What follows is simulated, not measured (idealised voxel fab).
A process module follows: voxel air gaps.
FYI the section here is cut, 210 nm wide, cells are 5 nm squares.
Cross-section = grid of square cells, listed top down in bands; band = one or more rows. The entry gives the band's vertical extent as a top height and a bottom height in nm, then its horizontal make-up as materials from left to right, each with a width in nm. "blank" stands for empty space; a single material marked "everywhere" fills the band edge to edge. Height is counted from the level 0, under which the received wafer is composed throughout of one material. The lowest of the bands is not closed at the bottom but continues downward, in the notation "0 down". The width entry "30 to 40" should be interpreted row by row: the top row of cells in the band takes the first number, the bottom row takes the second number, and the change between adjacent rows is uniform throughout. A step reported as "nothing different" is a step in which no cell of the cross-section changed. Heads up: "Cavities, closed" only lists the empty pockets with no open path to the top that are 8 cells or more, and it writes them as width x height at distance, distance from the left edge, in nm. It should be noted that, on the line of a given step, the content following the step's settings is a remark produced by the simulator itself with respect to that step. overlay nm: how far to the right of its planned place the mask lay on this masked step (negative: to the left).
SO HERE'S THE LINEUP OF PROCESS STEPS WE PLANNED
1: RECEIVE, material Si
2: CONFORMAL_DEP, material SiO2, thk nm 10
3: CONFORMAL_DEP, material SiN, thk nm 5
4: DIRECTIONAL_DEP, material lowk, thk nm 35
5: DIRECTIONAL_DEP, material aC, thk nm 15
6: PATTERN, tone open, mask id LINES, material resist, width nm 15, pitch nm 45, thk nm 30, overlay nm 0
7: DIRECTIONAL_ETCH, etch materials aC, depth nm 15
8: STRIP, etch materials resist
9: DIRECTIONAL_ETCH, etch materials lowk, depth nm 35
10: STRIP, etch materials aC
11: CONFORMAL_DEP, material TiN, thk nm 5
12: FILL_DEP, material Ru, thk nm 5
13: CMP, height nm 50
14: EPI, material Ru, thk nm 10
15: SELECTIVE_ETCH, etch materials lowk, depth nm 45
16: CONFORMAL_DEP, material SiCN, thk nm 5
FIRST OF TWO WAFERS, WITH THE RUN CARRIED OUT AS PLANNED
AS-RECEIVED STATE OF THE WAFER IN CROSS-SECTION, EQUIVALENT TO POST-STEP 1
    0 down = Si everywhere
    Cavities, closed: none
PRESENTED HERE IS A CROSS-SECTION OF THE WAFER AFTER STEP 2 HAS BEEN PERFORMED
    10 to 0 = SiO2 everywhere
    Everything below 0 is unchanged.
PRESENTED HERE IS A CROSS-SECTION OF THE WAFER AFTER STEP 3 HAS BEEN PERFORMED
    15 to 10 = SiN everywhere
    Everything below 10 is unchanged.
PRESENTED HERE IS A CROSS-SECTION OF THE WAFER AFTER STEP 4 HAS BEEN PERFORMED
    50 to 15 = lowk everywhere
    Everything below 15 is unchanged.
PRESENTED HERE IS A CROSS-SECTION OF THE WAFER AFTER STEP 5 HAS BEEN PERFORMED
    65 to 50 = aC everywhere
    Everything below 50 is unchanged.
PRESENTED HERE IS A CROSS-SECTION OF THE WAFER AFTER STEP 6 HAS BEEN PERFORMED
    95 to 65 = resist: 30, then blank: 15, then resist: 30, then blank: 15, then resist: 30, then blank: 15, then resist: 30, then blank: 15, then resist: 30
    Everything below 65 is unchanged.
PRESENTED HERE IS A CROSS-SECTION OF THE WAFER AFTER STEP 7 HAS BEEN PERFORMED
    80 to 65 = resist: 30, then blank: 15, then resist: 30, then blank: 15, then resist: 30, then blank: 15, then resist: 30, then blank: 15, then resist: 30
    65 to 50 = aC: 30, then blank: 15, then aC: 30, then blank: 15, then aC: 30, then blank: 15, then aC: 30, then blank: 15, then aC: 30
    Everything below 50 is unchanged.
PRESENTED HERE IS A CROSS-SECTION OF THE WAFER AFTER STEP 8 HAS BEEN PERFORMED
    65 to 50 = aC: 30, then blank: 15, then aC: 30, then blank: 15, then aC: 30, then blank: 15, then aC: 30, then blank: 15, then aC: 30
    Everything below 50 is unchanged.
PRESENTED HERE IS A CROSS-SECTION OF THE WAFER AFTER STEP 9 HAS BEEN PERFORMED
    65 to 50 = aC: 30, then blank: 15, then aC: 30, then blank: 15, then aC: 30, then blank: 15, then aC: 30, then blank: 15, then aC: 30
    50 to 15 = lowk: 30, then blank: 15, then lowk: 30, then blank: 15, then lowk: 30, then blank: 15, then lowk: 30, then blank: 15, then lowk: 30
    Everything below 15 is unchanged.
PRESENTED HERE IS A CROSS-SECTION OF THE WAFER AFTER STEP 10 HAS BEEN PERFORMED
    50 to 15 = lowk: 30, then blank: 15, then lowk: 30, then blank: 15, then lowk: 30, then blank: 15, then lowk: 30, then blank: 15, then lowk: 30
    Everything below 15 is unchanged.
PRESENTED HERE IS A CROSS-SECTION OF THE WAFER AFTER STEP 11 HAS BEEN PERFORMED
    55 to 50 = TiN: 35, then blank: 5, then TiN: 40, then blank: 5, then TiN: 40, then blank: 5, then TiN: 40, then blank: 5, then TiN: 35
    50 to 20 = lowk: 30, then TiN: 5, then blank: 5, then TiN: 5, then lowk: 30, then TiN: 5, then blank: 5, then TiN: 5, then lowk: 30, then TiN: 5, then blank: 5, then TiN: 5, then lowk: 30, then TiN: 5, then blank: 5, then TiN: 5, then lowk: 30
    20 to 15 = lowk: 30, then TiN: 15, then lowk: 30, then TiN: 15, then lowk: 30, then TiN: 15, then lowk: 30, then TiN: 15, then lowk: 30
    Everything below 15 is unchanged.
PRESENTED HERE IS A CROSS-SECTION OF THE WAFER AFTER STEP 12 HAS BEEN PERFORMED
    60 to 55 = Ru everywhere
    55 to 50 = TiN: 35, then Ru: 5, then TiN: 40, then Ru: 5, then TiN: 40, then Ru: 5, then TiN: 40, then Ru: 5, then TiN: 35
    50 to 20 = lowk: 30, then TiN: 5, then Ru: 5, then TiN: 5, then lowk: 30, then TiN: 5, then Ru: 5, then TiN: 5, then lowk: 30, then TiN: 5, then Ru: 5, then TiN: 5, then lowk: 30, then TiN: 5, then Ru: 5, then TiN: 5, then lowk: 30
    Everything below 20 is unchanged.
PRESENTED HERE IS A CROSS-SECTION OF THE WAFER AFTER STEP 13 HAS BEEN PERFORMED
    50 to 20 = lowk: 30, then TiN: 5, then Ru: 5, then TiN: 5, then lowk: 30, then TiN: 5, then Ru: 5, then TiN: 5, then lowk: 30, then TiN: 5, then Ru: 5, then TiN: 5, then lowk: 30, then TiN: 5, then Ru: 5, then TiN: 5, then lowk: 30
    Everything below 20 is unchanged.
PRESENTED HERE IS A CROSS-SECTION OF THE WAFER AFTER STEP 14 HAS BEEN PERFORMED
    60 to 50 = blank: 20, then Ru: 35, then blank: 10, then Ru: 35, then blank: 10, then Ru: 35, then blank: 10, then Ru: 35, then blank: 20
    Everything below 50 is unchanged.
PRESENTED HERE IS A CROSS-SECTION OF THE WAFER AFTER STEP 15 HAS BEEN PERFORMED
    60 to 50 = blank: 20, then Ru: 35, then blank: 10, then Ru: 35, then blank: 10, then Ru: 35, then blank: 10, then Ru: 35, then blank: 20
    50 to 20 = blank: 30, then TiN: 5, then Ru: 5, then TiN: 5, then blank: 30, then TiN: 5, then Ru: 5, then TiN: 5, then blank: 30, then TiN: 5, then Ru: 5, then TiN: 5, then blank: 30, then TiN: 5, then Ru: 5, then TiN: 5, then blank: 30
    20 to 15 = blank: 30, then TiN: 15, then blank: 30, then TiN: 15, then blank: 30, then TiN: 15, then blank: 30, then TiN: 15, then blank: 30
    Everything below 15 is unchanged.
PRESENTED HERE IS A CROSS-SECTION OF THE WAFER AFTER STEP 16 HAS BEEN PERFORMED
    65 to 60 = blank: 15, then SiCN: 180, then blank: 15
    60 to 50 = blank: 15, then SiCN: 5, then Ru: 35, then SiCN: 10, then Ru: 35, then SiCN: 10, then Ru: 35, then SiCN: 10, then Ru: 35, then SiCN: 5, then blank: 15
    50 to 45 = blank: 15, then SiCN: 15, then TiN: 5, then Ru: 5, then TiN: 5, then SiCN: 30, then TiN: 5, then Ru: 5, then TiN: 5, then SiCN: 30, then TiN: 5, then Ru: 5, then TiN: 5, then SiCN: 30, then TiN: 5, then Ru: 5, then TiN: 5, then SiCN: 15, then blank: 15
    45 to 20 = blank: 25, then SiCN: 5, then TiN: 5, then Ru: 5, then TiN: 5, then SiCN: 5, then blank: 20, then SiCN: 5, then TiN: 5, then Ru: 5, then TiN: 5, then SiCN: 5, then blank: 20, then SiCN: 5, then TiN: 5, then Ru: 5, then TiN: 5, then SiCN: 5, then blank: 20, then SiCN: 5, then TiN: 5, then Ru: 5, then TiN: 5, then SiCN: 5, then blank: 25
    20 to 15 = SiCN: 30, then TiN: 15, then SiCN: 30, then TiN: 15, then SiCN: 30, then TiN: 15, then SiCN: 30, then TiN: 15, then SiCN: 30
    Everything below 15 is unchanged.
    Cavities, closed: 20 x 25 at 50; 20 x 25 at 95; 20 x 25 at 140
HERE THE SECOND WAFER IS DESCRIBED. ITS START AND ITS PLAN WERE THOSE OF THE FIRST WAFER. ITS RUN CONTAINED ONE MISTAKE. UP TO AND INCLUDING STEP 1, IT DID EXACTLY WHAT THE FIRST WAFER DID
CROSS-SECTION OF THE SECOND WAFER AT THE TIME BY WHICH STEP 2 SHOULD HAVE BEEN COMPLETED ACCORDING TO THE PLAN
    10 to 0 = TiN everywhere
    Everything below 0 is unchanged.
CROSS-SECTION OF THE SECOND WAFER AT THE TIME BY WHICH STEP 3 SHOULD HAVE BEEN COMPLETED ACCORDING TO THE PLAN
    15 to 10 = SiN everywhere
    Everything below 10 is unchanged.
CROSS-SECTION OF THE SECOND WAFER AT THE TIME BY WHICH STEP 4 SHOULD HAVE BEEN COMPLETED ACCORDING TO THE PLAN
    50 to 15 = lowk everywhere
    Everything below 15 is unchanged.
CROSS-SECTION OF THE SECOND WAFER AT THE TIME BY WHICH STEP 5 SHOULD HAVE BEEN COMPLETED ACCORDING TO THE PLAN
    65 to 50 = aC everywhere
    Everything below 50 is unchanged.
CROSS-SECTION OF THE SECOND WAFER AT THE TIME BY WHICH STEP 6 SHOULD HAVE BEEN COMPLETED ACCORDING TO THE PLAN
    95 to 65 = resist: 30, then blank: 15, then resist: 30, then blank: 15, then resist: 30, then blank: 15, then resist: 30, then blank: 15, then resist: 30
    Everything below 65 is unchanged.
CROSS-SECTION OF THE SECOND WAFER AT THE TIME BY WHICH STEP 7 SHOULD HAVE BEEN COMPLETED ACCORDING TO THE PLAN
    80 to 65 = resist: 30, then blank: 15, then resist: 30, then blank: 15, then resist: 30, then blank: 15, then resist: 30, then blank: 15, then resist: 30
    65 to 50 = aC: 30, then blank: 15, then aC: 30, then blank: 15, then aC: 30, then blank: 15, then aC: 30, then blank: 15, then aC: 30
    Everything below 50 is unchanged.
CROSS-SECTION OF THE SECOND WAFER AT THE TIME BY WHICH STEP 8 SHOULD HAVE BEEN COMPLETED ACCORDING TO THE PLAN
    65 to 50 = aC: 30, then blank: 15, then aC: 30, then blank: 15, then aC: 30, then blank: 15, then aC: 30, then blank: 15, then aC: 30
    Everything below 50 is unchanged.
CROSS-SECTION OF THE SECOND WAFER AT THE TIME BY WHICH STEP 9 SHOULD HAVE BEEN COMPLETED ACCORDING TO THE PLAN
    65 to 50 = aC: 30, then blank: 15, then aC: 30, then blank: 15, then aC: 30, then blank: 15, then aC: 30, then blank: 15, then aC: 30
    50 to 15 = lowk: 30, then blank: 15, then lowk: 30, then blank: 15, then lowk: 30, then blank: 15, then lowk: 30, then blank: 15, then lowk: 30
    Everything below 15 is unchanged.
CROSS-SECTION OF THE SECOND WAFER AT THE TIME BY WHICH STEP 10 SHOULD HAVE BEEN COMPLETED ACCORDING TO THE PLAN
    50 to 15 = lowk: 30, then blank: 15, then lowk: 30, then blank: 15, then lowk: 30, then blank: 15, then lowk: 30, then blank: 15, then lowk: 30
    Everything below 15 is unchanged.
CROSS-SECTION OF THE SECOND WAFER AT THE TIME BY WHICH STEP 11 SHOULD HAVE BEEN COMPLETED ACCORDING TO THE PLAN
    55 to 50 = TiN: 35, then blank: 5, then TiN: 40, then blank: 5, then TiN: 40, then blank: 5, then TiN: 40, then blank: 5, then TiN: 35
    50 to 20 = lowk: 30, then TiN: 5, then blank: 5, then TiN: 5, then lowk: 30, then TiN: 5, then blank: 5, then TiN: 5, then lowk: 30, then TiN: 5, then blank: 5, then TiN: 5, then lowk: 30, then TiN: 5, then blank: 5, then TiN: 5, then lowk: 30
    20 to 15 = lowk: 30, then TiN: 15, then lowk: 30, then TiN: 15, then lowk: 30, then TiN: 15, then lowk: 30, then TiN: 15, then lowk: 30
    Everything below 15 is unchanged.
CROSS-SECTION OF THE SECOND WAFER AT THE TIME BY WHICH STEP 12 SHOULD HAVE BEEN COMPLETED ACCORDING TO THE PLAN
    60 to 55 = Ru everywhere
    55 to 50 = TiN: 35, then Ru: 5, then TiN: 40, then Ru: 5, then TiN: 40, then Ru: 5, then TiN: 40, then Ru: 5, then TiN: 35
    50 to 20 = lowk: 30, then TiN: 5, then Ru: 5, then TiN: 5, then lowk: 30, then TiN: 5, then Ru: 5, then TiN: 5, then lowk: 30, then TiN: 5, then Ru: 5, then TiN: 5, then lowk: 30, then TiN: 5, then Ru: 5, then TiN: 5, then lowk: 30
    Everything below 20 is unchanged.
CROSS-SECTION OF THE SECOND WAFER AT THE TIME BY WHICH STEP 13 SHOULD HAVE BEEN COMPLETED ACCORDING TO THE PLAN
    50 to 20 = lowk: 30, then TiN: 5, then Ru: 5, then TiN: 5, then lowk: 30, then TiN: 5, then Ru: 5, then TiN: 5, then lowk: 30, then TiN: 5, then Ru: 5, then TiN: 5, then lowk: 30, then TiN: 5, then Ru: 5, then TiN: 5, then lowk: 30
    Everything below 20 is unchanged.
CROSS-SECTION OF THE SECOND WAFER AT THE TIME BY WHICH STEP 14 SHOULD HAVE BEEN COMPLETED ACCORDING TO THE PLAN
    60 to 50 = blank: 20, then Ru: 35, then blank: 10, then Ru: 35, then blank: 10, then Ru: 35, then blank: 10, then Ru: 35, then blank: 20
    Everything below 50 is unchanged.
CROSS-SECTION OF THE SECOND WAFER AT THE TIME BY WHICH STEP 15 SHOULD HAVE BEEN COMPLETED ACCORDING TO THE PLAN
    60 to 50 = blank: 20, then Ru: 35, then blank: 10, then Ru: 35, then blank: 10, then Ru: 35, then blank: 10, then Ru: 35, then blank: 20
    50 to 20 = blank: 30, then TiN: 5, then Ru: 5, then TiN: 5, then blank: 30, then TiN: 5, then Ru: 5, then TiN: 5, then blank: 30, then TiN: 5, then Ru: 5, then TiN: 5, then blank: 30, then TiN: 5, then Ru: 5, then TiN: 5, then blank: 30
    20 to 15 = blank: 30, then TiN: 15, then blank: 30, then TiN: 15, then blank: 30, then TiN: 15, then blank: 30, then TiN: 15, then blank: 30
    Everything below 15 is unchanged.
CROSS-SECTION OF THE SECOND WAFER AT THE TIME BY WHICH STEP 16 SHOULD HAVE BEEN COMPLETED ACCORDING TO THE PLAN
    65 to 60 = blank: 15, then SiCN: 180, then blank: 15
    60 to 50 = blank: 15, then SiCN: 5, then Ru: 35, then SiCN: 10, then Ru: 35, then SiCN: 10, then Ru: 35, then SiCN: 10, then Ru: 35, then SiCN: 5, then blank: 15
    50 to 45 = blank: 15, then SiCN: 15, then TiN: 5, then Ru: 5, then TiN: 5, then SiCN: 30, then TiN: 5, then Ru: 5, then TiN: 5, then SiCN: 30, then TiN: 5, then Ru: 5, then TiN: 5, then SiCN: 30, then TiN: 5, then Ru: 5, then TiN: 5, then SiCN: 15, then blank: 15
    45 to 20 = blank: 25, then SiCN: 5, then TiN: 5, then Ru: 5, then TiN: 5, then SiCN: 5, then blank: 20, then SiCN: 5, then TiN: 5, then Ru: 5, then TiN: 5, then SiCN: 5, then blank: 20, then SiCN: 5, then TiN: 5, then Ru: 5, then TiN: 5, then SiCN: 5, then blank: 20, then SiCN: 5, then TiN: 5, then Ru: 5, then TiN: 5, then SiCN: 5, then blank: 25
    20 to 15 = SiCN: 30, then TiN: 15, then SiCN: 30, then TiN: 15, then SiCN: 30, then TiN: 15, then SiCN: 30, then TiN: 15, then SiCN: 30
    Everything below 15 is unchanged.
    Cavities, closed: 20 x 25 at 50; 20 x 25 at 95; 20 x 25 at 140
Short version of what went wrong: step 2, actual vs plan mismatch, actual run CONFORMAL_DEP, material TiN, thk nm 10
Bottom line after processing is that, in cells, the second wafer is up or down on some materials versus the first: 84 fewer of SiO2; 84 more of TiN
